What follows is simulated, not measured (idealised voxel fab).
Title: Process Module voxel wiring stack
Cross-sectional view cut (width: 235 nm; square cell size: 5 nm).
When this document writes out a cross-section, it uses a grid of square cells and lists it as bands, beginning at the top and moving down, with a band standing for one or more rows of cells.
First you get the band's top height and its bottom height, in nm, and then the materials it's made of, left to right, with each width in nm. If you see a single material with "all across", that one covers the band edge to edge. "blank" is empty space.
Zero point of the height axis is 0; under it, received wafer = one material. Lowest band: continues down indefinitely, "from 0 down".
Width: "30->40" (first number = top row, second number = bottom row, same change from row to row of cells).
No cell of the cross-section changed in a step that is given as "remained unchanged".
"Sealed void listing" contains a list of empty spaces, each no smaller than 8 cells and without an open way to the top, written in the form width x height at distance with the distance from the left edge and all three in nm.
It should be noted that, on the line of a given step, the content following the step's settings is a remark produced by the simulator itself with respect to that step.
The optional step-line setting "overlay nm" applies to steps with a mask and quantifies how far to the right of its planned location the mask lay, a negative value indicating leftward placement.

-- Set out below are the planned steps of the process
1,RECEIVE [material Si]
2,CONFORMAL_DEP [material SiO2] [thk nm 10]
3,CONFORMAL_DEP [material SiCN] [thk nm 5]
4,DIRECTIONAL_DEP [material lowk] [thk nm 15]
5,DIRECTIONAL_DEP [material aC] [thk nm 15]
6,PATTERN [tone open] [mask id METAL_1] [material resist] [width nm 25] [pitch nm 50] [thk nm 30] [overlay nm 0]
7,DIRECTIONAL_ETCH [etch materials aC] [depth nm 15]
8,STRIP [etch materials resist]
9,DIRECTIONAL_ETCH [etch materials lowk] [depth nm 15]
10,DIRECTIONAL_ETCH [etch materials SiCN] [depth nm 5]
11,STRIP [etch materials aC]
12,CONFORMAL_DEP [material TiN] [thk nm 5]
13,FILL_DEP [material Cu] [thk nm 10]
14,CMP [height nm 30]
15,CONFORMAL_DEP [material SiCN] [thk nm 5]
16,DIRECTIONAL_DEP [material lowk] [thk nm 15]
17,DIRECTIONAL_DEP [material aC] [thk nm 10]
18,PATTERN [tone open] [mask id PLUG_1] [material resist] [width nm 15] [pitch nm 50] [thk nm 30] [overlay nm 0]
19,DIRECTIONAL_ETCH [etch materials aC] [depth nm 10]
20,STRIP [etch materials resist]
21,DIRECTIONAL_ETCH [etch materials lowk] [depth nm 15]
22,DIRECTIONAL_ETCH [etch materials SiCN] [depth nm 5]
23,STRIP [etch materials aC]
24,CONFORMAL_DEP [material TiN] [thk nm 5]
25,FILL_DEP [material Cu] [thk nm 5]
26,CMP [height nm 50]
27,CONFORMAL_DEP [material SiCN] [thk nm 5]
28,DIRECTIONAL_DEP [material SiO2] [thk nm 20]
29,PATTERN [tone open] [mask id METAL_2] [material resist] [width nm 25] [pitch nm 50] [thk nm 20] [overlay nm 0]
30,DIRECTIONAL_ETCH [etch materials SiO2] [depth nm 10]
31,DIRECTIONAL_ETCH [etch materials SiCN] [depth nm 5]
32,STRIP [etch materials resist]
33,CONFORMAL_DEP [material TiN] [thk nm 5]
34,FILL_DEP [material W] [thk nm 10]
35,CMP [height nm 75]
36,CONFORMAL_DEP [material SiCN] [thk nm 5]
37,DIRECTIONAL_DEP [material SiO2] [thk nm 25]
38,DIRECTIONAL_DEP [material aC] [thk nm 15]
39,PATTERN [tone open] [mask id METAL_3] [material resist] [width nm 25] [pitch nm 50] [thk nm 35] [overlay nm 0]
40,DIRECTIONAL_ETCH [etch materials aC] [depth nm 15]
41,STRIP [etch materials resist]
42,DIRECTIONAL_ETCH [etch materials SiO2] [depth nm 15]
43,STRIP [etch materials aC]
44,PATTERN [tone open] [mask id METAL_3_HOLES] [material resist] [width nm 15] [pitch nm 50] [thk nm 15] [overlay nm 0]
45,DIRECTIONAL_ETCH [etch materials SiO2] [depth nm 10]
46,DIRECTIONAL_ETCH [etch materials SiCN] [depth nm 5]
47,STRIP [etch materials resist]
48,CONFORMAL_DEP [material TiN] [thk nm 5]
49,FILL_DEP [material Ru] [thk nm 10]
50,CMP [height nm 105]
51,CONFORMAL_DEP [material SiCN] [thk nm 5]
Among the wafers covered here, the point of difference is the depth nm at step 30; their starting state is shared, and the plan presents the value of the first wafer.

-- The as-received cross-section of the first of several wafers corresponds to the state after step 1
    from 0 down = Si all across
    Sealed void listing: none

-- For your reference, the table is organized with a row per wafer; each row reflects the wafer at the end of the module, indicating for each material the cells gained (+) or lost (-) since receipt, and thereafter its closed voids
depth nm 10; +24 Cu; +18 Ru; +213 SiCN; +455 SiO2; +84 TiN; +6 W; +234 lowk; Sealed void listing: none
depth nm 15; +24 Cu; +18 Ru; +213 SiCN; +445 SiO2; +88 TiN; +12 W; +234 lowk; Sealed void listing: none
depth nm 20; +24 Cu; +18 Ru; +203 SiCN; +435 SiO2; +96 TiN; +24 W; +234 lowk; Sealed void listing: none
depth nm 25; +24 Cu; +18 Ru; +203 SiCN; +435 SiO2; +96 TiN; +24 W; +234 lowk; Sealed void listing: none
depth nm 30; +24 Cu; +18 Ru; +203 SiCN; +435 SiO2; +96 TiN; +24 W; +234 lowk; Sealed void listing: none
depth nm 35; +24 Cu; +18 Ru; +203 SiCN; +435 SiO2; +96 TiN; +24 W; +234 lowk; Sealed void listing: none
